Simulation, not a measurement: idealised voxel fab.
Process module heading - voxel quadruple lines
The width of the displayed cross-section, cut, is 270 nm; its cells are square, with a size of 5 nm.
A cross-section is a grid of square cells, given in bands from the top down. A band is one or more rows of cells.
Look at the band entry: it leads with the top's height and the bottom's height in nm. Then it lists the materials left to right, with a width in nm for each. The word "throughout" on a single material says that material fills the band edge to edge. The word "air" is empty space.
All heights in this document are referenced to 0, defined as the level beneath which the wafer, as received, consists entirely of one material. The lowest band is not bounded below; it extends indefinitely downward and is written in the form "0 and below".
Per-row width for "30..40": begins at first number (top row of band), ends at second number (bottom row), increment between rows held constant.
The cross-section has no changed cell in any step marked "no modification".
Entry "Listed closed voids". Content: empty spaces with no open connection to the top, size 8 cells or greater. Each: width x height at distance. Distance: from left edge. Unit: nm.
after a step's settings: what the simulator itself notes on the step
"overlay nm" on a masked step: distance the mask lay right of its planned place, negative for left.
-- Process steps foreseen in the plan
step 1: RECEIVE [material Si]
step 2: CONFORMAL_DEP [material SiO2] [thk nm 10]
step 3: DIRECTIONAL_DEP [material TiN] [thk nm 10]
step 4: DIRECTIONAL_DEP [material polySi] [thk nm 15]
step 5: DIRECTIONAL_DEP [material aC] [thk nm 20]
step 6: PATTERN [tone cover] [mask id MANDREL] [material resist] [width nm 35] [thk nm 30] [overlay nm 0]
step 7: DIRECTIONAL_ETCH [etch materials aC] [depth nm 20]
step 8: STRIP [etch materials resist]
step 9: CONFORMAL_DEP [material SiO2] [thk nm 15]
step 10: DIRECTIONAL_ETCH [etch materials SiO2] [depth nm 15]
step 11: STRIP [etch materials aC]
step 12: DIRECTIONAL_ETCH [etch materials polySi] [depth nm 15]
step 13: STRIP [etch materials SiO2]
step 14: CONFORMAL_DEP [material SiN] [thk nm 10]
step 15: DIRECTIONAL_ETCH [etch materials SiN] [depth nm 10]
step 16: STRIP [etch materials polySi]
step 17: DIRECTIONAL_ETCH [etch materials TiN] [depth nm 10]
step 18: STRIP [etch materials SiN]
step 19: FILL_DEP [material SiO2] [thk nm 5]
step 20: CMP [height nm 20]
-- Cross-section of the incoming wafer, state after step 1
0 and below = Si throughout
Listed closed voids: none
-- What the wafer looks like in cross-section after this module, when it starts as shown above and follows the plan above but one mistake is made in running it
10 down to 0 = SiO2 throughout
0 and below = Si throughout
Listed closed voids: none
Diagnosis: contrary to plan, step 20 was performed as CMP [height nm 10]
